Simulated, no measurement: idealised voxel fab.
Documented hereafter: the process module known as voxel lift off.
For reference, the cross-section in this document is cut, with width 255 nm and square cells of 5 nm.
Cross-section, as written here: a square-cell grid given band by band from the top down, where a band holds one or more rows of cells. Look at the band entry: it leads with the top's height and the bottom's height in nm. Then it lists the materials left to right, with a width in nm for each. The word "edge to edge" on a single material says that material fills the band edge to edge. The word "blank" is empty space. The reference from which all heights are counted is 0, the level beneath which the as-received wafer is entirely one material; the lowest band, having no lower bound, proceeds downward and is written after the example "0 and below". Top row gets the first number, bottom row gets the second, and each row in between changes by the same step: that is how a band width like "30..40" works. It should be understood that the words "nothing was modified", when stated for a given step, signify that the cross-section underwent no change in any of its cells during that step. Empty spaces counting at least 8 cells and having no open way to the top are listed in "Closed void roster". The notation width x height at distance is used for each, the distance being from the left edge and all three values in nm. Note: text after step settings on the step line = simulator remark on that step. A step's line can hold "overlay nm"; with a mask on that step, the setting says how far right of the planned place the mask lay, while a negative setting says it lay to the left.

The planned process steps are enumerated hereunder
step 1: RECEIVE,material Si
step 2: CONFORMAL_DEP,material SiO2,thk nm 15
step 3: PATTERN,tone open,mask id LINES,material resist,width nm 20,pitch nm 50,thk nm 20,overlay nm 0
step 4: DIRECTIONAL_DEP,material Ru,thk nm 10
step 5: STRIP,etch materials resist
step 6: CONFORMAL_DEP,material SiO2,thk nm 5

What follows covers the first of two wafers; it ran as planned

Incoming wafer, cross-sectional view, post step 1
	0 and below: Si edge to edge
	Closed void roster: none

after step 2
	15 down to 0: SiO2 edge to edge
	Everything below 0 is unchanged.

after step 3
	35 down to 15: 40 resist; 20 blank; 30 resist; 20 blank; 30 resist; 20 blank; 30 resist; 20 blank; 45 resist
	Everything below 15 is unchanged.

after step 4
	45 down to 35: 40 Ru; 20 blank; 30 Ru; 20 blank; 30 Ru; 20 blank; 30 Ru; 20 blank; 45 Ru
	35 down to 25: 40 resist; 20 blank; 30 resist; 20 blank; 30 resist; 20 blank; 30 resist; 20 blank; 45 resist
	25 down to 15: 40 resist; 20 Ru; 30 resist; 20 Ru; 30 resist; 20 Ru; 30 resist; 20 Ru; 45 resist
	Everything below 15 is unchanged.

after step 5
	25 down to 15: 40 blank; 20 Ru; 30 blank; 20 Ru; 30 blank; 20 Ru; 30 blank; 20 Ru; 45 blank
	Everything below 15 is unchanged.

after step 6
	30 down to 25: 35 blank; 30 SiO2; 20 blank; 30 SiO2; 20 blank; 30 SiO2; 20 blank; 30 SiO2; 40 blank
	25 down to 20: 35 blank; 5 SiO2; 20 Ru; 5 SiO2; 20 blank; 5 SiO2; 20 Ru; 5 SiO2; 20 blank; 5 SiO2; 20 Ru; 5 SiO2; 20 blank; 5 SiO2; 20 Ru; 5 SiO2; 40 blank
	20 down to 15: 40 SiO2; 20 Ru; 30 SiO2; 20 Ru; 30 SiO2; 20 Ru; 30 SiO2; 20 Ru; 45 SiO2
	Everything below 15 is unchanged.

Second wafer: same start and same plan as the first, one execution error; identical to the first through step 1

Cross-section of the second wafer corresponding to the planned conclusion of step 2
	30 down to 0: SiO2 edge to edge
	Everything below 0 is unchanged.

Cross-section of the second wafer corresponding to the planned conclusion of step 3
	50 down to 30: 40 resist; 20 blank; 30 resist; 20 blank; 30 resist; 20 blank; 30 resist; 20 blank; 45 resist
	Everything below 30 is unchanged.

Cross-section of the second wafer corresponding to the planned conclusion of step 4
	60 down to 50: 40 Ru; 20 blank; 30 Ru; 20 blank; 30 Ru; 20 blank; 30 Ru; 20 blank; 45 Ru
	50 down to 40: 40 resist; 20 blank; 30 resist; 20 blank; 30 resist; 20 blank; 30 resist; 20 blank; 45 resist
	40 down to 30: 40 resist; 20 Ru; 30 resist; 20 Ru; 30 resist; 20 Ru; 30 resist; 20 Ru; 45 resist
	Everything below 30 is unchanged.

Cross-section of the second wafer corresponding to the planned conclusion of step 5
	40 down to 30: 40 blank; 20 Ru; 30 blank; 20 Ru; 30 blank; 20 Ru; 30 blank; 20 Ru; 45 blank
	Everything below 30 is unchanged.

Cross-section of the second wafer corresponding to the planned conclusion of step 6
	45 down to 40: 35 blank; 30 SiO2; 20 blank; 30 SiO2; 20 blank; 30 SiO2; 20 blank; 30 SiO2; 40 blank
	40 down to 35: 35 blank; 5 SiO2; 20 Ru; 5 SiO2; 20 blank; 5 SiO2; 20 Ru; 5 SiO2; 20 blank; 5 SiO2; 20 Ru; 5 SiO2; 20 blank; 5 SiO2; 20 Ru; 5 SiO2; 40 blank
	35 down to 30: 40 SiO2; 20 Ru; 30 SiO2; 20 Ru; 30 SiO2; 20 Ru; 30 SiO2; 20 Ru; 45 SiO2
	Everything below 30 is unchanged.
The mistake made against the process plan was this: yeah, plan step 2 got run twice
In the final state, the cell counts of the second wafer exceed or fall short of those of the first for the following materials: +153 SiO2
